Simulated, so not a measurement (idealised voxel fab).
process module | voxel ribs on slabs
cross-section cut | 180 nm wide | cells 5 nm
A cross-section is a grid of square cells, given in bands from the top down. A band is one or more rows of cells.
Each band's line starts with the height of the band's top and of its bottom, in nm. Then come its materials from left to right, each with its width in nm. One material with "throughout" fills the band from edge to edge. "air" is empty space.
Height 0 is the level under which the wafer as received is all one material. The lowest band goes on downwards, as in "0 down".
A width such as "30 to 40" changes by the same amount from each row of cells to the next, from the band's top row to its bottom row.
"no change" after a step means that no cell of the cross-section changed.
closed voids: empty space of 8 cells or more with no open way to the top, each as width x height at its distance from the left edge, in nm
after a step's settings: what the simulator itself notes on the step
overlay nm, on a step with a mask: how far to the right of its planned place the mask lay; to the left if negative
plan
1 op RECEIVE | material Si
2 op DIRECTIONAL_DEP | material SiO2 | thk nm 30
3 op DIRECTIONAL_DEP | material SiN | thk nm 25
4 op DIRECTIONAL_DEP | material aC | thk nm 15
5 op PATTERN | tone cover | mask id RIB | material resist | width nm 25 | thk nm 35 | overlay nm 0
6 op DIRECTIONAL_ETCH | etch materials aC | depth nm 15
7 op STRIP | etch materials resist
8 op DIRECTIONAL_ETCH | etch materials SiN | depth nm 5
9 op STRIP | etch materials aC
10 op PATTERN | tone cover | mask id SLAB | material resist | width nm 65 | thk nm 15 | overlay nm 0
11 op DIRECTIONAL_ETCH | etch materials SiN | depth nm 20
12 op STRIP | etch materials resist
13 op FILL_DEP | material SiO2 | thk nm 25
14 op CMP | height nm 75
15 op DIRECTIONAL_DEP | material TiN | thk nm 10
16 op MASKED_ETCH | tone cover | mask id HEATER | width nm 35 | etch materials TiN | depth nm 10 | overlay nm 0
17 op CONFORMAL_DEP | material SiN | thk nm 10
as received, after step 1
  0 down: Si throughout
  closed voids: none
first wafer at the end, as planned
  95 to 85: air 60 | SiN 55 | air 65
  85 to 75: SiN 70 | TiN 35 | SiN 75
  75 to 55: SiO2 throughout
  55 to 50: SiO2 75 | SiN 25 | SiO2 80
  50 to 30: SiO2 55 | SiN 65 | SiO2 60
  30 to 0: SiO2 throughout
  0 down: Si throughout
  closed voids: none
second wafer at the end: like start, like plan, one mistake
  95 to 85: air 60 | SiN 55 | air 65
  85 to 75: SiN 70 | TiN 35 | SiN 75
  75 to 55: SiO2 throughout
  55 to 30: TiN throughout
  30 to 0: SiO2 throughout
  0 down: Si throughout
  closed voids: none
what went wrong: step 3 ran as: op DIRECTIONAL_DEP | material TiN | thk nm 25
at the end the second wafer has, in cells: 57 fewer of SiN | 123 fewer of SiO2 | 180 more of TiN
